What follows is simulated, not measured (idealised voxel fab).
process module | voxel ribs on slabs
cross-section cut | 145 nm wide | cells 5 nm
A cross-section is a grid of square cells, given in bands from the top down. A band is one or more rows of cells.
Each band's line starts with the height of the band's top and of its bottom, in nm. Then come its materials from left to right, each with its width in nm. One material with "throughout" fills the band from edge to edge. "air" is empty space.
Height 0 is the level under which the wafer as received is all one material. The lowest band goes on downwards, as in "0 down".
A width such as "30 to 40" changes by the same amount from each row of cells to the next, from the band's top row to its bottom row.
"no change" after a step means that no cell of the cross-section changed.
closed voids: empty space of 8 cells or more with no open way to the top, each as width x height at its distance from the left edge, in nm
after a step's settings: what the simulator itself notes on the step
overlay nm, on a step with a mask: how far to the right of its planned place the mask lay; to the left if negative
plan
1 op RECEIVE | material Si
2 op DIRECTIONAL_DEP | material SiO2 | thk nm 30
3 op DIRECTIONAL_DEP | material polySi | thk nm 25
4 op PATTERN | tone cover | mask id RIB | material resist | width nm 30 | thk nm 15 | overlay nm 0
5 op DIRECTIONAL_ETCH | etch materials polySi | depth nm 20
6 op STRIP | etch materials resist
7 op DIRECTIONAL_DEP | material aC | thk nm 10
8 op PATTERN | tone cover | mask id SLAB | material resist | width nm 80 | thk nm 30 | overlay nm 0
9 op DIRECTIONAL_ETCH | etch materials aC | depth nm 10
10 op STRIP | etch materials resist
11 op DIRECTIONAL_ETCH | etch materials polySi | depth nm 5
12 op STRIP | etch materials aC
13 op FILL_DEP | material SiO2 | thk nm 25
14 op CMP | height nm 70
15 op DIRECTIONAL_DEP | material W | thk nm 5
16 op MASKED_ETCH | tone cover | mask id HEATER | width nm 40 | etch materials W | depth nm 5 | overlay nm 0
17 op CONFORMAL_DEP | material SiN | thk nm 5
first wafer, as planned
as received, after step 1
  0 down: Si throughout
  closed voids: none
after step 2
  30 to 0: SiO2 throughout
  below 0: unchanged
after step 3
  55 to 30: polySi throughout
  below 30: unchanged
after step 4
  70 to 55: air 55 | resist 30 | air 60
  below 55: unchanged
after step 5
  70 to 55: air 55 | resist 30 | air 60
  55 to 35: air 55 | polySi 30 | air 60
  below 35: unchanged
after step 6
  55 to 35: air 55 | polySi 30 | air 60
  below 35: unchanged
after step 7
  65 to 55: air 55 | aC 30 | air 60
  55 to 45: air 55 | polySi 30 | air 60
  45 to 35: aC 55 | polySi 30 | aC 60
  below 35: unchanged
after step 8
  95 to 65: air 30 | resist 80 | air 35
  65 to 55: air 30 | resist 25 | aC 30 | resist 25 | air 35
  55 to 45: air 30 | resist 25 | polySi 30 | resist 25 | air 35
  below 45: unchanged
after step 9
  85 to 65: air 30 | resist 80 | air 35
  65 to 55: air 30 | resist 25 | aC 30 | resist 25 | air 35
  55 to 45: air 30 | resist 25 | polySi 30 | resist 25 | air 35
  45 to 35: air 30 | aC 25 | polySi 30 | aC 25 | air 35
  below 35: unchanged
after step 10
  65 to 55: air 55 | aC 30 | air 60
  55 to 45: air 55 | polySi 30 | air 60
  below 45: unchanged
after step 11
  65 to 55: air 55 | aC 30 | air 60
  55 to 45: air 55 | polySi 30 | air 60
  45 to 35: air 30 | aC 25 | polySi 30 | aC 25 | air 35
  35 to 30: air 30 | polySi 80 | air 35
  below 30: unchanged
after step 12
  55 to 35: air 55 | polySi 30 | air 60
  below 35: unchanged
after step 13
  80 to 55: SiO2 throughout
  55 to 35: SiO2 55 | polySi 30 | SiO2 60
  35 to 30: SiO2 30 | polySi 80 | SiO2 35
  below 30: unchanged
after step 14
  70 to 55: SiO2 throughout
  below 55: unchanged
after step 15
  75 to 70: W throughout
  below 70: unchanged
after step 16
  75 to 70: air 50 | W 40 | air 55
  below 70: unchanged
after step 17
  80 to 75: air 45 | SiN 50 | air 50
  75 to 70: SiN 50 | W 40 | SiN 55
  below 70: unchanged
second wafer: like start, like plan, one mistake. Through step 1 it matches the first wafer
when step 2 should have ended
  25 to 0: polySi throughout
  below 0: unchanged
when step 3 should have ended
  55 to 25: SiO2 throughout
  below 25: unchanged
when step 4 should have ended
  70 to 55: air 55 | resist 30 | air 60
  below 55: unchanged
when step 5 should have ended: no change
when step 6 should have ended
  55 to 25: SiO2 throughout
  below 25: unchanged
when step 7 should have ended
  65 to 55: aC throughout
  below 55: unchanged
when step 8 should have ended
  95 to 65: air 30 | resist 80 | air 35
  below 65: unchanged
when step 9 should have ended
  85 to 65: air 30 | resist 80 | air 35
  65 to 55: air 30 | aC 80 | air 35
  below 55: unchanged
when step 10 should have ended
  65 to 55: air 30 | aC 80 | air 35
  below 55: unchanged
when step 11 should have ended: no change
when step 12 should have ended
  55 to 25: SiO2 throughout
  below 25: unchanged
when step 13 should have ended
  80 to 25: SiO2 throughout
  below 25: unchanged
when step 14 should have ended
  70 to 25: SiO2 throughout
  below 25: unchanged
when step 15 should have ended
  75 to 70: W throughout
  below 70: unchanged
when step 16 should have ended
  75 to 70: air 50 | W 40 | air 55
  below 70: unchanged
when step 17 should have ended
  80 to 75: air 45 | SiN 50 | air 50
  75 to 70: SiN 50 | W 40 | SiN 55
  below 70: unchanged
what went wrong: steps 2 and 3 were swapped
at the end the second wafer has, in cells: 105 fewer of SiO2 | 105 more of polySi
